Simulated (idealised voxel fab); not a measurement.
process module | voxel released beams
cross-section cut | 295 nm wide | cells 5 nm
A cross-section is a grid of square cells, given in bands from the top down. A band is one or more rows of cells.
Each band's line starts with the height of the band's top and of its bottom, in nm. Then come its materials from left to right, each with its width in nm. One material with "throughout" fills the band from edge to edge. "air" is empty space.
Height 0 is the level under which the wafer as received is all one material. The lowest band goes on downwards, as in "0 down".
A width such as "30 to 40" changes by the same amount from each row of cells to the next, from the band's top row to its bottom row.
"no change" after a step means that no cell of the cross-section changed.
closed voids: empty space of 8 cells or more with no open way to the top, each as width x height at its distance from the left edge, in nm
after a step's settings: what the simulator itself notes on the step
overlay nm, on a step with a mask: how far to the right of its planned place the mask lay; to the left if negative
plan
1 op RECEIVE | material Si
2 op CONFORMAL_DEP | material Al2O3 | thk nm 5
3 op DIRECTIONAL_DEP | material SiO2 | thk nm 10
4 op MASKED_ETCH | tone open | mask id ANCHOR | width nm 35 | etch materials SiO2 | depth nm 10 | overlay nm 0
5 op CONFORMAL_DEP | material W | thk nm 10
6 op MASKED_ETCH | tone cover | mask id BEAM | width nm 105 | etch materials W | depth nm 10 | overlay nm 0
7 op STRIP | etch materials SiO2
as received, after step 1
  0 down: Si throughout
  closed voids: none
a wafer at the end: this start, this plan, one mistake
  25 to 15: air 95 | W 10 | air 15 | W 80 | air 95
  15 to 5: air 95 | W 35 | air 165
  5 to 0: Al2O3 throughout
  0 down: Si throughout
  closed voids: none
what went wrong: step 6 ran as: op MASKED_ETCH | tone cover | mask id BEAM | width nm 105 | etch materials W | depth nm 10 | overlay nm 5
